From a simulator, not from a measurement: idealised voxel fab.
Presented below is a process module, voxel capacitor over wiring.
cross-section cut | 150 nm wide | cells 5 nm
Reading order for cross-sections: top band down to bottom band. Underlying form: a grid of square cells. Band size: one or more rows of cells. Per band: top height and bottom height in nm, followed by the left-to-right materials and their widths in nm; "everywhere" marks a single material spanning edge to edge, "blank" marks empty space. Height 0 is the level under which the wafer as received is all one material. The lowest band goes on downwards, as in "top 0, no bottom". Width: "30->40" (first number = top row, second number = bottom row, same change from row to row of cells). Reading "no alteration" for a step: not a cell of the cross-section changed in it. If an empty space has no open way to the top and is at least 8 cells in size, "Unvented cavities" lists it, written width x height at distance, where distance is measured from the left edge and every value is in nm. On a step's line, text after the settings is the simulator commenting on that step. "overlay nm", when on a step's line for a step with a mask, measures how far to the right of its planned place the mask lay; a negative measure means to the left.

[Steps planned for the process]
1: RECEIVE: material Si
2: CONFORMAL_DEP: material SiO2, thk nm 10
3: DIRECTIONAL_DEP: material TiN, thk nm 5
4: DIRECTIONAL_DEP: material W, thk nm 15
5: MASKED_ETCH: tone cover, mask id METAL_1, width nm 30, pitch nm 90, etch materials W, depth nm 15, overlay nm 0
6: MASKED_ETCH: tone cover, mask id METAL_1, width nm 30, pitch nm 90, etch materials TiN, depth nm 5, overlay nm 0
7: CONFORMAL_DEP: material SiN, thk nm 5
8: FILL_DEP: material SiO2, thk nm 5
9: CMP: height nm 30
10: CONFORMAL_DEP: material SiCN, thk nm 5
11: DIRECTIONAL_DEP: material SiO2, thk nm 10
12: MASKED_ETCH: tone open, mask id PLUG_1, width nm 15, etch materials SiO2, depth nm 10, overlay nm 0
13: MASKED_ETCH: tone open, mask id PLUG_1, width nm 15, etch materials SiCN, depth nm 5, overlay nm 0
14: EPI: material Ru, thk nm 10
15: EPI: material Ru, thk nm 5
16: DIRECTIONAL_DEP: material TiN, thk nm 5
17: DIRECTIONAL_DEP: material Al2O3, thk nm 5
18: DIRECTIONAL_DEP: material TiN, thk nm 10
19: DIRECTIONAL_DEP: material aC, thk nm 10
20: PATTERN: tone cover, mask id UPPER_PLATE, material resist, width nm 65, thk nm 30, overlay nm 0
21: DIRECTIONAL_ETCH: etch materials aC, depth nm 10
22: STRIP: etch materials resist
23: DIRECTIONAL_ETCH: etch materials TiN, depth nm 10
24: DIRECTIONAL_ETCH: etch materials Al2O3, depth nm 5
25: STRIP: etch materials aC
26: DIRECTIONAL_DEP: material aC, thk nm 10
27: PATTERN: tone cover, mask id LOWER_PLATE, material resist, width nm 75, thk nm 30, overlay nm 0
28: DIRECTIONAL_ETCH: etch materials aC, depth nm 10
29: STRIP: etch materials resist
30: DIRECTIONAL_ETCH: etch materials TiN, depth nm 5
31: STRIP: etch materials aC
32: FILL_DEP: material SiO2, thk nm 20
33: CMP: height nm 80
34: MASKED_ETCH: tone open, mask id PLUG_2, width nm 15, etch materials SiO2, depth nm 15, overlay nm 0
35: CONFORMAL_DEP: material TiN, thk nm 5
36: FILL_DEP: material W, thk nm 5
37: CMP: height nm 80
38: CONFORMAL_DEP: material SiN, thk nm 5

[Cross-section: wafer on arrival = after step 1]
- top 0, no bottom: Si everywhere
- Unvented cavities: none

[One mistake in running the module, otherwise start and plan as above: cross-section at the end]
- top 85, bottom 80: SiN everywhere
- top 80, bottom 70: SiO2: 40 | TiN: 5 | W: 5 | TiN: 5 | SiO2: 95
- top 70, bottom 65: SiO2: 40 | TiN: 15 | SiO2: 95
- top 65, bottom 55: SiO2: 45 | TiN: 50 | SiO2: 55
- top 55, bottom 50: SiO2: 45 | Al2O3: 50 | SiO2: 55
- top 50, bottom 40: SiO2: 25->30 | TiN: 75->15 | SiO2: 50->105
- top 40, bottom 35: SiO2: 30 | Al2O3: 15 | SiO2: 105
- top 35, bottom 30: SiCN: 30 | TiN: 15 | SiCN: 105
- top 30, bottom 25: SiO2 everywhere
- top 25, bottom 20: SiO2: 10 | SiN: 40 | SiO2: 50 | SiN: 40 | SiO2: 10
- top 20, bottom 5: SiO2: 10 | SiN: 5 | W: 30 | SiN: 5 | SiO2: 50 | SiN: 5 | W: 30 | SiN: 5 | SiO2: 10
- top 5, bottom 0: SiN: 15 | TiN: 30 | SiN: 60 | TiN: 30 | SiN: 15
- top 0, no bottom: Si everywhere
- Unvented cavities: none
Processing error: heads up, step 2 of the plan was skipped and never actually ran
